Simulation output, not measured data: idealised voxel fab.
A process module follows: voxel gate over fins.
cross-section cut | 250 nm wide | cells 5 nm
Think of the cross-section as a grid of square cells. We describe it in bands, top to bottom, and each band covers one or more rows of those cells.
Read a band's entry like this: the first values are the height of its top and the height of its bottom in nm, and what follows is the sequence of materials from left to right, each with its width in nm. Note that "empty" is empty space, and that a single material marked "throughout" reaches across the band from edge to edge.
Heights are reckoned from 0. Under this level, the received wafer is all of one material. The bottommost band is open-ended downward, for example "from 0 down".
A two-number width, for instance "30..40", indicates that the width is equal to the first number in the top row of the band and to the second number in the bottom row, and that it changes by a constant amount per row of cells.
The cross-section has no changed cell in any step marked "nothing changed".
Closed empty spaces (no open way to the top) of 8 cells or more are what "Completely sealed voids" lists, each as width x height at distance from the left edge, nm for all three.
Whatever follows a step's settings on its line is a remark the simulator itself makes about that step.
On any step carrying a mask, the "overlay nm" setting, if present on the step's line, tells how far right of its planned place the mask lay; negative values point to the left.

List of planned process steps:
step 1: RECEIVE with material Si
step 2: CONFORMAL_DEP with material SiN, thk nm 5
step 3: MASKED_ETCH with tone cover, mask id FINS, width nm 15, pitch nm 60, etch materials SiN, depth nm 5, overlay nm 0
step 4: MASKED_ETCH with tone cover, mask id FINS, width nm 15, pitch nm 60, etch materials Si, depth nm 40, overlay nm 0
step 5: OXIDIZE with depth nm 5
step 6: FILL_DEP with material SiO2, thk nm 10
step 7: CMP with height nm 5
step 8: DIRECTIONAL_DEP with material aC, thk nm 10
step 9: PATTERN with tone open, mask id RAIL, material resist, width nm 15, thk nm 30, overlay nm 0
step 10: DIRECTIONAL_ETCH with etch materials aC, depth nm 10
step 11: STRIP with etch materials resist
step 12: DIRECTIONAL_ETCH with etch materials SiO2, depth nm 40
step 13: STRIP with etch materials aC
step 14: CONFORMAL_DEP with material TiN, thk nm 5
step 15: FILL_DEP with material W, thk nm 10
step 16: CMP with height nm 5
step 17: SELECTIVE_ETCH with etch materials W Ru TiN, depth nm 25
step 18: FILL_DEP with material SiO2, thk nm 5
step 19: CMP with height nm 5
step 20: SELECTIVE_ETCH with etch materials SiO2, depth nm 15
step 21: STRIP with etch materials SiN
step 22: CONFORMAL_DEP with material HfO2, thk nm 5
step 23: CONFORMAL_DEP with material TiN, thk nm 5
step 24: CONFORMAL_DEP with material TiAl, thk nm 5
step 25: CONFORMAL_DEP with material TiN, thk nm 5
step 26: FILL_DEP with material W, thk nm 10
step 27: CMP with height nm 25
step 28: CONFORMAL_DEP with material SiN, thk nm 10

Of two wafers, the first: run according to plan:

So this is the incoming wafer in cross-section - it's already been through step 1:
- from 0 down  Si throughout
- Completely sealed voids: none

After step 2: wafer cross-section:
- from 5 to 0  SiN throughout
- Beneath the level 0, the cross-section is identical to its previous state.

After step 3: wafer cross-section:
- from 5 to 0  55 nm empty  15 nm SiN  45 nm empty  15 nm SiN  45 nm empty  15 nm SiN  60 nm empty
- Beneath the level 0, the cross-section is identical to its previous state.

After step 4: wafer cross-section:
- from 5 to 0  55 nm empty  15 nm SiN  45 nm empty  15 nm SiN  45 nm empty  15 nm SiN  60 nm empty
- from 0 to -40  55 nm empty  15 nm Si  45 nm empty  15 nm Si  45 nm empty  15 nm Si  60 nm empty
- Beneath the level -40, the cross-section is identical to its previous state.

After step 5: wafer cross-section:
- from 5 to 0  55 nm empty  15 nm SiN  45 nm empty  15 nm SiN  45 nm empty  15 nm SiN  60 nm empty
- from 0 to -40  55 nm empty  5 nm SiO2  5 nm Si  5 nm SiO2  45 nm empty  5 nm SiO2  5 nm Si  5 nm SiO2  45 nm empty  5 nm SiO2  5 nm Si  5 nm SiO2  60 nm empty
- from -40 to -45  60 nm SiO2  5 nm Si  55 nm SiO2  5 nm Si  55 nm SiO2  5 nm Si  65 nm SiO2
- Beneath the level -45, the cross-section is identical to its previous state.

After step 6: wafer cross-section:
- from 15 to 5  SiO2 throughout
- from 5 to 0  55 nm SiO2  15 nm SiN  45 nm SiO2  15 nm SiN  45 nm SiO2  15 nm SiN  60 nm SiO2
- from 0 to -45  60 nm SiO2  5 nm Si  55 nm SiO2  5 nm Si  55 nm SiO2  5 nm Si  65 nm SiO2
- Beneath the level -45, the cross-section is identical to its previous state.

After step 7: wafer cross-section:
- from 5 to 0  55 nm SiO2  15 nm SiN  45 nm SiO2  15 nm SiN  45 nm SiO2  15 nm SiN  60 nm SiO2
- Beneath the level 0, the cross-section is identical to its previous state.

After step 8: wafer cross-section:
- from 15 to 5  aC throughout
- Beneath the level 5, the cross-section is identical to its previous state.

After step 9: wafer cross-section:
- from 45 to 15  85 nm resist  15 nm empty  150 nm resist
- Beneath the level 15, the cross-section is identical to its previous state.

After step 10: wafer cross-section:
- from 35 to 15  85 nm resist  15 nm empty  150 nm resist
- from 15 to 5  85 nm aC  15 nm empty  150 nm aC
- Beneath the level 5, the cross-section is identical to its previous state.

After step 11: wafer cross-section:
- from 15 to 5  85 nm aC  15 nm empty  150 nm aC
- Beneath the level 5, the cross-section is identical to its previous state.

After step 12: wafer cross-section:
- from 15 to 5  85 nm aC  15 nm empty  150 nm aC
- from 5 to 0  55 nm SiO2  15 nm SiN  15 nm SiO2  15 nm empty  15 nm SiO2  15 nm SiN  45 nm SiO2  15 nm SiN  60 nm SiO2
- from 0 to -35  60 nm SiO2  5 nm Si  20 nm SiO2  15 nm empty  20 nm SiO2  5 nm Si  55 nm SiO2  5 nm Si  65 nm SiO2
- Beneath the level -35, the cross-section is identical to its previous state.

After step 13: wafer cross-section:
- from 5 to 0  55 nm SiO2  15 nm SiN  15 nm SiO2  15 nm empty  15 nm SiO2  15 nm SiN  45 nm SiO2  15 nm SiN  60 nm SiO2
- Beneath the level 0, the cross-section is identical to its previous state.

After step 14: wafer cross-section:
- from 10 to 5  90 nm TiN  5 nm empty  155 nm TiN
- from 5 to 0  55 nm SiO2  15 nm SiN  15 nm SiO2  5 nm TiN  5 nm empty  5 nm TiN  15 nm SiO2  15 nm SiN  45 nm SiO2  15 nm SiN  60 nm SiO2
- from 0 to -30  60 nm SiO2  5 nm Si  20 nm SiO2  5 nm TiN  5 nm empty  5 nm TiN  20 nm SiO2  5 nm Si  55 nm SiO2  5 nm Si  65 nm SiO2
- from -30 to -35  60 nm SiO2  5 nm Si  20 nm SiO2  15 nm TiN  20 nm SiO2  5 nm Si  55 nm SiO2  5 nm Si  65 nm SiO2
- Beneath the level -35, the cross-section is identical to its previous state.

After step 15: wafer cross-section:
- from 20 to 10  W throughout
- from 10 to 5  90 nm TiN  5 nm W  155 nm TiN
- from 5 to 0  55 nm SiO2  15 nm SiN  15 nm SiO2  5 nm TiN  5 nm W  5 nm TiN  15 nm SiO2  15 nm SiN  45 nm SiO2  15 nm SiN  60 nm SiO2
- from 0 to -30  60 nm SiO2  5 nm Si  20 nm SiO2  5 nm TiN  5 nm W  5 nm TiN  20 nm SiO2  5 nm Si  55 nm SiO2  5 nm Si  65 nm SiO2
- Beneath the level -30, the cross-section is identical to its previous state.

After step 16: wafer cross-section:
- from 5 to 0  55 nm SiO2  15 nm SiN  15 nm SiO2  5 nm TiN  5 nm W  5 nm TiN  15 nm SiO2  15 nm SiN  45 nm SiO2  15 nm SiN  60 nm SiO2
- Beneath the level 0, the cross-section is identical to its previous state.

After step 17: wafer cross-section:
- from 5 to 0  55 nm SiO2  15 nm SiN  15 nm SiO2  15 nm empty  15 nm SiO2  15 nm SiN  45 nm SiO2  15 nm SiN  60 nm SiO2
- from 0 to -20  60 nm SiO2  5 nm Si  20 nm SiO2  15 nm empty  20 nm SiO2  5 nm Si  55 nm SiO2  5 nm Si  65 nm SiO2
- Beneath the level -20, the cross-section is identical to its previous state.

After step 18: wafer cross-section:
- from 10 to 5  SiO2 throughout
- from 5 to 0  55 nm SiO2  15 nm SiN  45 nm SiO2  15 nm SiN  45 nm SiO2  15 nm SiN  60 nm SiO2
- from 0 to -20  60 nm SiO2  5 nm Si  55 nm SiO2  5 nm Si  55 nm SiO2  5 nm Si  65 nm SiO2
- Beneath the level -20, the cross-section is identical to its previous state.

After step 19: wafer cross-section:
- from 5 to 0  55 nm SiO2  15 nm SiN  45 nm SiO2  15 nm SiN  45 nm SiO2  15 nm SiN  60 nm SiO2
- Beneath the level 0, the cross-section is identical to its previous state.

After step 20: wafer cross-section:
- from 5 to 0  55 nm empty  15 nm SiN  45 nm empty  15 nm SiN  45 nm empty  15 nm SiN  60 nm empty
- from 0 to -10  60 nm empty  5 nm Si  55 nm empty  5 nm Si  55 nm empty  5 nm Si  65 nm empty
- Beneath the level -10, the cross-section is identical to its previous state.

After step 21: wafer cross-section:
- from 0 to -10  60 nm empty  5 nm Si  55 nm empty  5 nm Si  55 nm empty  5 nm Si  65 nm empty
- Beneath the level -10, the cross-section is identical to its previous state.

After step 22: wafer cross-section:
- from 5 to 0  55 nm empty  15 nm HfO2  45 nm empty  15 nm HfO2  45 nm empty  15 nm HfO2  60 nm empty
- from 0 to -5  55 nm empty  5 nm HfO2  5 nm Si  5 nm HfO2  45 nm empty  5 nm HfO2  5 nm Si  5 nm HfO2  45 nm empty  5 nm HfO2  5 nm Si  5 nm HfO2  60 nm empty
- from -5 to -10  60 nm HfO2  5 nm Si  55 nm HfO2  5 nm Si  55 nm HfO2  5 nm Si  65 nm HfO2
- Beneath the level -10, the cross-section is identical to its previous state.

After step 23: wafer cross-section:
- from 10 to 5  50 nm empty  25 nm TiN  35 nm empty  25 nm TiN  35 nm empty  25 nm TiN  55 nm empty
- from 5 to 0  50 nm empty  5 nm TiN  15 nm HfO2  5 nm TiN  35 nm empty  5 nm TiN  15 nm HfO2  5 nm TiN  35 nm empty  5 nm TiN  15 nm HfO2  5 nm TiN  55 nm empty
- from 0 to -5  55 nm TiN  5 nm HfO2  5 nm Si  5 nm HfO2  45 nm TiN  5 nm HfO2  5 nm Si  5 nm HfO2  45 nm TiN  5 nm HfO2  5 nm Si  5 nm HfO2  60 nm TiN
- Beneath the level -5, the cross-section is identical to its previous state.

After step 24: wafer cross-section:
- from 15 to 10  45 nm empty  35 nm TiAl  25 nm empty  35 nm TiAl  25 nm empty  35 nm TiAl  50 nm empty
- from 10 to 5  45 nm empty  5 nm TiAl  25 nm TiN  5 nm TiAl  25 nm empty  5 nm TiAl  25 nm TiN  5 nm TiAl  25 nm empty  5 nm TiAl  25 nm TiN  5 nm TiAl  50 nm empty
- from 5 to 0  50 nm TiAl  5 nm TiN  15 nm HfO2  5 nm TiN  35 nm TiAl  5 nm TiN  15 nm HfO2  5 nm TiN  35 nm TiAl  5 nm TiN  15 nm HfO2  5 nm TiN  55 nm TiAl
- Beneath the level 0, the cross-section is identical to its previous state.

After step 25: wafer cross-section:
- from 20 to 15  40 nm empty  45 nm TiN  15 nm empty  45 nm TiN  15 nm empty  45 nm TiN  45 nm empty
- from 15 to 10  40 nm empty  5 nm TiN  35 nm TiAl  5 nm TiN  15 nm empty  5 nm TiN  35 nm TiAl  5 nm TiN  15 nm empty  5 nm TiN  35 nm TiAl  5 nm TiN  45 nm empty
- from 10 to 5  45 nm TiN  5 nm TiAl  25 nm TiN  5 nm TiAl  25 nm TiN  5 nm TiAl  25 nm TiN  5 nm TiAl  25 nm TiN  5 nm TiAl  25 nm TiN  5 nm TiAl  50 nm TiN
- Beneath the level 5, the cross-section is identical to its previous state.

After step 26: wafer cross-section:
- from 30 to 20  W throughout
- from 20 to 15  40 nm W  45 nm TiN  15 nm W  45 nm TiN  15 nm W  45 nm TiN  45 nm W
- from 15 to 10  40 nm W  5 nm TiN  35 nm TiAl  5 nm TiN  15 nm W  5 nm TiN  35 nm TiAl  5 nm TiN  15 nm W  5 nm TiN  35 nm TiAl  5 nm TiN  45 nm W
- Beneath the level 10, the cross-section is identical to its previous state.

After step 27: wafer cross-section:
- from 25 to 20  W throughout
- Beneath the level 20, the cross-section is identical to its previous state.

After step 28: wafer cross-section:
- from 35 to 25  SiN throughout
- Beneath the level 25, the cross-section is identical to its previous state.

It is to be noted that the second wafer proceeded from the same initial state and according to the same plan as the first, although one mistake was committed in its execution; through step 2, inclusive, the two wafers share an identical history:

Second wafer, cross-section, planned end of step 3:
- from 5 to 0  50 nm empty  25 nm SiN  35 nm empty  25 nm SiN  35 nm empty  25 nm SiN  55 nm empty
- Beneath the level 0, the cross-section is identical to its previous state.

Second wafer, cross-section, planned end of step 4:
- from 5 to 0  50 nm empty  25 nm SiN  35 nm empty  25 nm SiN  35 nm empty  25 nm SiN  55 nm empty
- from 0 to -40  50 nm empty  25 nm Si  35 nm empty  25 nm Si  35 nm empty  25 nm Si  55 nm empty
- Beneath the level -40, the cross-section is identical to its previous state.

Second wafer, cross-section, planned end of step 5:
- from 5 to 0  50 nm empty  25 nm SiN  35 nm empty  25 nm SiN  35 nm empty  25 nm SiN  55 nm empty
- from 0 to -40  50 nm empty  5 nm SiO2  15 nm Si  5 nm SiO2  35 nm empty  5 nm SiO2  15 nm Si  5 nm SiO2  35 nm empty  5 nm SiO2  15 nm Si  5 nm SiO2  55 nm empty
- from -40 to -45  55 nm SiO2  15 nm Si  45 nm SiO2  15 nm Si  45 nm SiO2  15 nm Si  60 nm SiO2
- Beneath the level -45, the cross-section is identical to its previous state.

Second wafer, cross-section, planned end of step 6:
- from 15 to 5  SiO2 throughout
- from 5 to 0  50 nm SiO2  25 nm SiN  35 nm SiO2  25 nm SiN  35 nm SiO2  25 nm SiN  55 nm SiO2
- from 0 to -45  55 nm SiO2  15 nm Si  45 nm SiO2  15 nm Si  45 nm SiO2  15 nm Si  60 nm SiO2
- Beneath the level -45, the cross-section is identical to its previous state.

Second wafer, cross-section, planned end of step 7:
- from 5 to 0  50 nm SiO2  25 nm SiN  35 nm SiO2  25 nm SiN  35 nm SiO2  25 nm SiN  55 nm SiO2
- Beneath the level 0, the cross-section is identical to its previous state.

Second wafer, cross-section, planned end of step 8:
- from 15 to 5  aC throughout
- Beneath the level 5, the cross-section is identical to its previous state.

Second wafer, cross-section, planned end of step 9:
- from 45 to 15  85 nm resist  15 nm empty  150 nm resist
- Beneath the level 15, the cross-section is identical to its previous state.

Second wafer, cross-section, planned end of step 10:
- from 35 to 15  85 nm resist  15 nm empty  150 nm resist
- from 15 to 5  85 nm aC  15 nm empty  150 nm aC
- Beneath the level 5, the cross-section is identical to its previous state.

Second wafer, cross-section, planned end of step 11:
- from 15 to 5  85 nm aC  15 nm empty  150 nm aC
- Beneath the level 5, the cross-section is identical to its previous state.

Second wafer, cross-section, planned end of step 12:
- from 15 to 5  85 nm aC  15 nm empty  150 nm aC
- from 5 to 0  50 nm SiO2  25 nm SiN  10 nm SiO2  15 nm empty  10 nm SiO2  25 nm SiN  35 nm SiO2  25 nm SiN  55 nm SiO2
- from 0 to -35  55 nm SiO2  15 nm Si  15 nm SiO2  15 nm empty  15 nm SiO2  15 nm Si  45 nm SiO2  15 nm Si  60 nm SiO2
- Beneath the level -35, the cross-section is identical to its previous state.

Second wafer, cross-section, planned end of step 13:
- from 5 to 0  50 nm SiO2  25 nm SiN  10 nm SiO2  15 nm empty  10 nm SiO2  25 nm SiN  35 nm SiO2  25 nm SiN  55 nm SiO2
- Beneath the level 0, the cross-section is identical to its previous state.

Second wafer, cross-section, planned end of step 14:
- from 10 to 5  90 nm TiN  5 nm empty  155 nm TiN
- from 5 to 0  50 nm SiO2  25 nm SiN  10 nm SiO2  5 nm TiN  5 nm empty  5 nm TiN  10 nm SiO2  25 nm SiN  35 nm SiO2  25 nm SiN  55 nm SiO2
- from 0 to -30  55 nm SiO2  15 nm Si  15 nm SiO2  5 nm TiN  5 nm empty  5 nm TiN  15 nm SiO2  15 nm Si  45 nm SiO2  15 nm Si  60 nm SiO2
- from -30 to -35  55 nm SiO2  15 nm Si  15 nm SiO2  15 nm TiN  15 nm SiO2  15 nm Si  45 nm SiO2  15 nm Si  60 nm SiO2
- Beneath the level -35, the cross-section is identical to its previous state.

Second wafer, cross-section, planned end of step 15:
- from 20 to 10  W throughout
- from 10 to 5  90 nm TiN  5 nm W  155 nm TiN
- from 5 to 0  50 nm SiO2  25 nm SiN  10 nm SiO2  5 nm TiN  5 nm W  5 nm TiN  10 nm SiO2  25 nm SiN  35 nm SiO2  25 nm SiN  55 nm SiO2
- from 0 to -30  55 nm SiO2  15 nm Si  15 nm SiO2  5 nm TiN  5 nm W  5 nm TiN  15 nm SiO2  15 nm Si  45 nm SiO2  15 nm Si  60 nm SiO2
- Beneath the level -30, the cross-section is identical to its previous state.

Second wafer, cross-section, planned end of step 16:
- from 5 to 0  50 nm SiO2  25 nm SiN  10 nm SiO2  5 nm TiN  5 nm W  5 nm TiN  10 nm SiO2  25 nm SiN  35 nm SiO2  25 nm SiN  55 nm SiO2
- Beneath the level 0, the cross-section is identical to its previous state.

Second wafer, cross-section, planned end of step 17:
- from 5 to 0  50 nm SiO2  25 nm SiN  10 nm SiO2  15 nm empty  10 nm SiO2  25 nm SiN  35 nm SiO2  25 nm SiN  55 nm SiO2
- from 0 to -20  55 nm SiO2  15 nm Si  15 nm SiO2  15 nm empty  15 nm SiO2  15 nm Si  45 nm SiO2  15 nm Si  60 nm SiO2
- Beneath the level -20, the cross-section is identical to its previous state.

Second wafer, cross-section, planned end of step 18:
- from 10 to 5  SiO2 throughout
- from 5 to 0  50 nm SiO2  25 nm SiN  35 nm SiO2  25 nm SiN  35 nm SiO2  25 nm SiN  55 nm SiO2
- from 0 to -20  55 nm SiO2  15 nm Si  45 nm SiO2  15 nm Si  45 nm SiO2  15 nm Si  60 nm SiO2
- Beneath the level -20, the cross-section is identical to its previous state.

Second wafer, cross-section, planned end of step 19:
- from 5 to 0  50 nm SiO2  25 nm SiN  35 nm SiO2  25 nm SiN  35 nm SiO2  25 nm SiN  55 nm SiO2
- Beneath the level 0, the cross-section is identical to its previous state.

Second wafer, cross-section, planned end of step 20:
- from 5 to 0  50 nm empty  25 nm SiN  35 nm empty  25 nm SiN  35 nm empty  25 nm SiN  55 nm empty
- from 0 to -10  55 nm empty  15 nm Si  45 nm empty  15 nm Si  45 nm empty  15 nm Si  60 nm empty
- Beneath the level -10, the cross-section is identical to its previous state.

Second wafer, cross-section, planned end of step 21:
- from 0 to -10  55 nm empty  15 nm Si  45 nm empty  15 nm Si  45 nm empty  15 nm Si  60 nm empty
- Beneath the level -10, the cross-section is identical to its previous state.

Second wafer, cross-section, planned end of step 22:
- from 5 to 0  50 nm empty  25 nm HfO2  35 nm empty  25 nm HfO2  35 nm empty  25 nm HfO2  55 nm empty
- from 0 to -5  50 nm empty  5 nm HfO2  15 nm Si  5 nm HfO2  35 nm empty  5 nm HfO2  15 nm Si  5 nm HfO2  35 nm empty  5 nm HfO2  15 nm Si  5 nm HfO2  55 nm empty
- from -5 to -10  55 nm HfO2  15 nm Si  45 nm HfO2  15 nm Si  45 nm HfO2  15 nm Si  60 nm HfO2
- Beneath the level -10, the cross-section is identical to its previous state.

Second wafer, cross-section, planned end of step 23:
- from 10 to 5  45 nm empty  35 nm TiN  25 nm empty  35 nm TiN  25 nm empty  35 nm TiN  50 nm empty
- from 5 to 0  45 nm empty  5 nm TiN  25 nm HfO2  5 nm TiN  25 nm empty  5 nm TiN  25 nm HfO2  5 nm TiN  25 nm empty  5 nm TiN  25 nm HfO2  5 nm TiN  50 nm empty
- from 0 to -5  50 nm TiN  5 nm HfO2  15 nm Si  5 nm HfO2  35 nm TiN  5 nm HfO2  15 nm Si  5 nm HfO2  35 nm TiN  5 nm HfO2  15 nm Si  5 nm HfO2  55 nm TiN
- Beneath the level -5, the cross-section is identical to its previous state.

Second wafer, cross-section, planned end of step 24:
- from 15 to 10  40 nm empty  45 nm TiAl  15 nm empty  45 nm TiAl  15 nm empty  45 nm TiAl  45 nm empty
- from 10 to 5  40 nm empty  5 nm TiAl  35 nm TiN  5 nm TiAl  15 nm empty  5 nm TiAl  35 nm TiN  5 nm TiAl  15 nm empty  5 nm TiAl  35 nm TiN  5 nm TiAl  45 nm empty
- from 5 to 0  45 nm TiAl  5 nm TiN  25 nm HfO2  5 nm TiN  25 nm TiAl  5 nm TiN  25 nm HfO2  5 nm TiN  25 nm TiAl  5 nm TiN  25 nm HfO2  5 nm TiN  50 nm TiAl
- Beneath the level 0, the cross-section is identical to its previous state.

Second wafer, cross-section, planned end of step 25:
- from 20 to 15  35 nm empty  55 nm TiN  5 nm empty  55 nm TiN  5 nm empty  55 nm TiN  40 nm empty
- from 15 to 10  35 nm empty  5 nm TiN  45 nm TiAl  5 nm TiN  5 nm empty  5 nm TiN  45 nm TiAl  5 nm TiN  5 nm empty  5 nm TiN  45 nm TiAl  5 nm TiN  40 nm empty
- from 10 to 5  40 nm TiN  5 nm TiAl  35 nm TiN  5 nm TiAl  15 nm TiN  5 nm TiAl  35 nm TiN  5 nm TiAl  15 nm TiN  5 nm TiAl  35 nm TiN  5 nm TiAl  45 nm TiN
- Beneath the level 5, the cross-section is identical to its previous state.

Second wafer, cross-section, planned end of step 26:
- from 30 to 20  W throughout
- from 20 to 15  35 nm W  55 nm TiN  5 nm W  55 nm TiN  5 nm W  55 nm TiN  40 nm W
- from 15 to 10  35 nm W  5 nm TiN  45 nm TiAl  5 nm TiN  5 nm W  5 nm TiN  45 nm TiAl  5 nm TiN  5 nm W  5 nm TiN  45 nm TiAl  5 nm TiN  40 nm W
- Beneath the level 10, the cross-section is identical to its previous state.

Second wafer, cross-section, planned end of step 27:
- from 25 to 20  W throughout
- Beneath the level 20, the cross-section is identical to its previous state.

Second wafer, cross-section, planned end of step 28:
- from 35 to 25  SiN throughout
- Beneath the level 25, the cross-section is identical to its previous state.
What was the processing mistake? rather than as planned, step 3 actually ran as MASKED_ETCH with tone cover, mask id FINS, width nm 25, pitch nm 60, etch materials SiN, depth nm 5, overlay nm 0
Heads up, by the end the second wafer has more or fewer cells of some materials compared to the first: Si: 54 more | SiO2: 42 fewer | W: 12 fewer
